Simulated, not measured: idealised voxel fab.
This is a process module. Its name is voxel wiring stack.
It is cross-section cut that appears here, measuring 270 nm in width, its square cells being 5 nm in size.
Cross-section format: a grid of square cells, given as bands from top to bottom; each band is one or more rows of cells. Top, bottom (nm), then materials left to right with widths (nm); lone material tagged "throughout" fills the whole band edge to edge; "empty" = empty space. Height 0 is the level under which the wafer as received is all one material. The lowest band goes on downwards, as in "z 0 and below". The notation "30 to 40" denotes a width that varies across the rows of cells in the band, beginning at the first number in the top row, finishing at the second number in the bottom row, and changing by an identical amount from each row to the next. Reading "nothing changed" for a step: not a cell of the cross-section changed in it. Empty spaces counting at least 8 cells and having no open way to the top are listed in "Closed voids list". The notation width x height at distance is used for each, the distance being from the left edge and all three values in nm. Read whatever lies past the settings on a step's line as the simulator's own remark about the step. What "overlay nm" on a step's line means: if the step has a mask, that mask lay this far to the right of its planned place, or, when the value is negative, to the left.
List of planned process steps
- 1: RECEIVE with material Si
- 2: CONFORMAL_DEP with material SiO2, thk nm 15
- 3: DIRECTIONAL_DEP with material TiN, thk nm 5
- 4: DIRECTIONAL_DEP with material Ru, thk nm 20
- 5: MASKED_ETCH with tone cover, mask id METAL_1, width nm 25, pitch nm 45, etch materials Ru, depth nm 20, overlay nm 0
- 6: MASKED_ETCH with tone cover, mask id METAL_1, width nm 25, pitch nm 45, etch materials TiN, depth nm 5, overlay nm 0
- 7: CONFORMAL_DEP with material SiCN, thk nm 5
- 8: FILL_DEP with material SiO2, thk nm 10
- 9: CMP with height nm 40
- 10: CONFORMAL_DEP with material SiCN, thk nm 5
- 11: DIRECTIONAL_DEP with material lowk, thk nm 30
- 12: DIRECTIONAL_DEP with material aC, thk nm 10
- 13: PATTERN with tone open, mask id METAL_2_HOLES, material resist, width nm 15, pitch nm 45, thk nm 25, overlay nm 0
- 14: DIRECTIONAL_ETCH with etch materials aC, depth nm 10
- 15: STRIP with etch materials resist
- 16: DIRECTIONAL_ETCH with etch materials lowk, depth nm 30
- 17: STRIP with etch materials aC
- 18: MASKED_ETCH with tone open, mask id METAL_2, width nm 25, pitch nm 45, etch materials lowk, depth nm 15, overlay nm 0
- 19: MASKED_ETCH with tone open, mask id METAL_2, width nm 25, pitch nm 45, etch materials SiCN, depth nm 5, overlay nm 0
- 20: CONFORMAL_DEP with material TiN, thk nm 5
- 21: FILL_DEP with material Ru, thk nm 10
- 22: CMP with height nm 75
- 23: CONFORMAL_DEP with material SiCN, thk nm 5
- 24: DIRECTIONAL_DEP with material lowk, thk nm 10
- 25: PATTERN with tone open, mask id PLUG_2, material resist, width nm 15, pitch nm 45, thk nm 20, overlay nm 0
- 26: DIRECTIONAL_ETCH with etch materials lowk, depth nm 10
- 27: DIRECTIONAL_ETCH with etch materials SiCN, depth nm 5
- 28: STRIP with etch materials resist
- 29: EPI with material Ru, thk nm 10
- 30: EPI with material Ru, thk nm 5
- 31: DIRECTIONAL_DEP with material TiN, thk nm 5
- 32: DIRECTIONAL_DEP with material W, thk nm 15
- 33: MASKED_ETCH with tone cover, mask id METAL_3, width nm 25, pitch nm 45, etch materials W, depth nm 25, overlay nm 0
- 34: MASKED_ETCH with tone cover, mask id METAL_3, width nm 25, pitch nm 45, etch materials TiN, depth nm 5, overlay nm 0
- 35: FILL_DEP with material lowk, thk nm 10
- 36: CMP with height nm 120
- 37: CONFORMAL_DEP with material SiCN, thk nm 5
Be aware that, although all wafers share a common starting state, the thk nm at step 32 differs among them, and the plan displays the first wafer's value.
first wafer as received, after step 1
z 0 and below: Si throughout
Closed voids list: none
Each row below is a wafer at the end of the module, listing for every material the number of cells it has gained (+) or lost (-) since it was received, followed by its closed voids
thk nm 15 | +117 Ru | +207 SiCN | +294 SiO2 | +81 TiN | +45 W | +606 lowk | Closed voids list: none
thk nm 20 | +117 Ru | +207 SiCN | +294 SiO2 | +81 TiN | +60 W | +591 lowk | Closed voids list: none
thk nm 25 | +117 Ru | +207 SiCN | +294 SiO2 | +81 TiN | +75 W | +576 lowk | Closed voids list: none
thk nm 30 | +117 Ru | +207 SiCN | +294 SiO2 | +120 TiN | +114 W | +498 lowk | Closed voids list: none
thk nm 35 | +117 Ru | +207 SiCN | +294 SiO2 | +120 TiN | +153 W | +459 lowk | Closed voids list: none
thk nm 40 | +117 Ru | +207 SiCN | +294 SiO2 | +120 TiN | +192 W | +420 lowk | Closed voids list: none
